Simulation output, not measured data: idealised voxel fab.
The following process module bears the name voxel ribs on slabs.
The cross-section on display is named cut; it measures 160 nm wide, and its cells are 5 nm squares.
Square cells in a grid make up a cross-section in this document, and the grid is given as bands, listed from the top down, each one or more rows of cells. Each band's line starts with the height of the band's top and of its bottom, in nm. Then come its materials from left to right, each with its width in nm. One material with "throughout" fills the band from edge to edge. "blank" is empty space. We count height from 0. Below that, the starting wafer is all one material. The lowest band never ends at the bottom but goes on down; see "top 0, no bottom" for how that is written. The width entry "30..40" should be interpreted row by row: the top row of cells in the band takes the first number, the bottom row takes the second number, and the change between adjacent rows is uniform throughout. The designation "changes: none", where it is given for a processing step, indicates that no cell of the cross-section was altered in the course of that step. The list in "Trapped voids" covers empty spaces of 8 cells or more that cannot reach the top through any open way, and it gives each as width x height at distance; the distance is from the left edge, and width, height and distance are in nm. Past the settings on a step's line: simulator remark, on that step. "overlay nm" denotes, for a step that has a mask, the displacement of the mask to the right of its planned place, with negative values corresponding to the left.

[Process steps - plan]
- 1: RECEIVE, material Si
- 2: DIRECTIONAL_DEP, material SiO2, thk nm 20
- 3: DIRECTIONAL_DEP, material polySi, thk nm 20
- 4: MASKED_ETCH, tone cover, mask id RIB, width nm 30, etch materials polySi, depth nm 5, overlay nm 0
- 5: PATTERN, tone cover, mask id SLAB, material resist, width nm 80, thk nm 20, overlay nm 0
- 6: DIRECTIONAL_ETCH, etch materials polySi, depth nm 15
- 7: STRIP, etch materials resist
- 8: FILL_DEP, material SiO2, thk nm 20
- 9: CMP, height nm 55
- 10: DIRECTIONAL_DEP, material W, thk nm 10
- 11: MASKED_ETCH, tone cover, mask id HEATER, width nm 40, etch materials W, depth nm 10, overlay nm 0
- 12: CONFORMAL_DEP, material SiN, thk nm 5

[The following pertains to the first of two wafers, which was processed as planned]

[Incoming wafer in cross-section (state: after step 1)]
  top 0, no bottom: Si throughout
  Trapped voids: none

[Cross-section: wafer state after step 2]
  top 20, bottom 0: SiO2 throughout
  Heights below 0 show no change.

[Cross-section: wafer state after step 3]
  top 40, bottom 20: polySi throughout
  Heights below 20 show no change.

[Cross-section: wafer state after step 4]
  top 40, bottom 35: blank 65 nm, then polySi 30 nm, then blank 65 nm
  Heights below 35 show no change.

[Cross-section: wafer state after step 5]
  top 60, bottom 40: blank 40 nm, then resist 80 nm, then blank 40 nm
  top 40, bottom 35: blank 40 nm, then resist 25 nm, then polySi 30 nm, then resist 25 nm, then blank 40 nm
  Heights below 35 show no change.

[Cross-section: wafer state after step 6]
  top 60, bottom 40: blank 40 nm, then resist 80 nm, then blank 40 nm
  top 40, bottom 35: blank 40 nm, then resist 25 nm, then polySi 30 nm, then resist 25 nm, then blank 40 nm
  top 35, bottom 20: blank 40 nm, then polySi 80 nm, then blank 40 nm
  Heights below 20 show no change.

[Cross-section: wafer state after step 7]
  top 40, bottom 35: blank 65 nm, then polySi 30 nm, then blank 65 nm
  Heights below 35 show no change.

[Cross-section: wafer state after step 8]
  top 60, bottom 40: SiO2 throughout
  top 40, bottom 35: SiO2 65 nm, then polySi 30 nm, then SiO2 65 nm
  top 35, bottom 20: SiO2 40 nm, then polySi 80 nm, then SiO2 40 nm
  Heights below 20 show no change.

[Cross-section: wafer state after step 9]
  top 55, bottom 40: SiO2 throughout
  Heights below 40 show no change.

[Cross-section: wafer state after step 10]
  top 65, bottom 55: W throughout
  Heights below 55 show no change.

[Cross-section: wafer state after step 11]
  top 65, bottom 55: blank 60 nm, then W 40 nm, then blank 60 nm
  Heights below 55 show no change.

[Cross-section: wafer state after step 12]
  top 70, bottom 65: blank 55 nm, then SiN 50 nm, then blank 55 nm
  top 65, bottom 60: blank 55 nm, then SiN 5 nm, then W 40 nm, then SiN 5 nm, then blank 55 nm
  top 60, bottom 55: SiN 60 nm, then W 40 nm, then SiN 60 nm
  Heights below 55 show no change.

[Here the second wafer is described. Its start and its plan were those of the first wafer. Its run contained one mistake. Up to and including step 11, it did exactly what the first wafer did]

Second wafer cross-section, taken as of the time the plan sets for step 12 to be done: changes: none
Plan not followed: step 12 of the plan was bypassed and not carried out
Final tally in cells, some materials are higher or lower on the second wafer than on the first: SiN: 36 fewer
